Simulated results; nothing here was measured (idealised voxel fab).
The name of this process module is voxel ribs on slabs.
Displayed cross-section: cut, width of 295 nm, square cells sized 5 nm.
When this document writes out a cross-section, it uses a grid of square cells and lists it as bands, beginning at the top and moving down, with a band standing for one or more rows of cells.
For a band, the entry starts with two heights in nm, that of the top and then that of the bottom, and carries on with the band's materials in order from left to right, each alongside its width in nm; the word "everywhere" beside a single material means it fills the band edge to edge, and "empty" means empty space.
We count height from 0. Below that, the starting wafer is all one material. The lowest band never ends at the bottom but goes on down; see "top 0, no bottom" for how that is written.
The notation "30..40" denotes a width that varies across the rows of cells in the band, beginning at the first number in the top row, finishing at the second number in the bottom row, and changing by an identical amount from each row to the next.
Key: "nothing different" - step with no changed cell in the cross-section.
Basically, "Closed void entries" tells you about the enclosed voids: empty spaces with no open way to the top, 8 cells or bigger, each written width x height at distance, where distance is from the left edge, all in nm.
Heads up: the bit after the settings on a step's line is the simulator's remark on that step.
overlay nm: on a step with a mask, how far right of its planned place the mask lay; negative means left.
Listed below are the process steps as planned
1 RECEIVE, material Si
2 DIRECTIONAL_DEP, material SiO2, thk nm 30
3 DIRECTIONAL_DEP, material polySi, thk nm 25
4 PATTERN, tone cover, mask id RIB, material resist, width nm 30, thk nm 20, overlay nm 0
5 DIRECTIONAL_ETCH, etch materials polySi, depth nm 15
6 STRIP, etch materials resist
7 MASKED_ETCH, tone cover, mask id SLAB, width nm 60, etch materials polySi, depth nm 10, overlay nm 0
8 FILL_DEP, material SiO2, thk nm 30
9 CMP, height nm 75
10 DIRECTIONAL_DEP, material W, thk nm 5
11 DIRECTIONAL_DEP, material aC, thk nm 10
12 PATTERN, tone cover, mask id HEATER, material resist, width nm 40, thk nm 25, overlay nm 0
13 DIRECTIONAL_ETCH, etch materials aC, depth nm 10
14 STRIP, etch materials resist
15 DIRECTIONAL_ETCH, etch materials W, depth nm 5
16 STRIP, etch materials aC
17 CONFORMAL_DEP, material SiO2, thk nm 10
Shown in cross-section is the wafer as received, that is, as it stands after step 1
top 0, no bottom = Si everywhere
Closed void entries: none
Module complete, cross-section. Starting point and plan per above. One mistake made in running the module
top 90, bottom 85 = empty: 115; SiO2: 60; empty: 120
top 85, bottom 80 = SiO2 everywhere
top 80, bottom 75 = SiO2: 125; W: 40; SiO2: 130
top 75, bottom 25 = SiO2 everywhere
top 25, bottom 0 = polySi everywhere
top 0, no bottom = Si everywhere
Closed void entries: none
Deviation noted in wafer processing: steps 2 and 3 traded places in the executed sequence
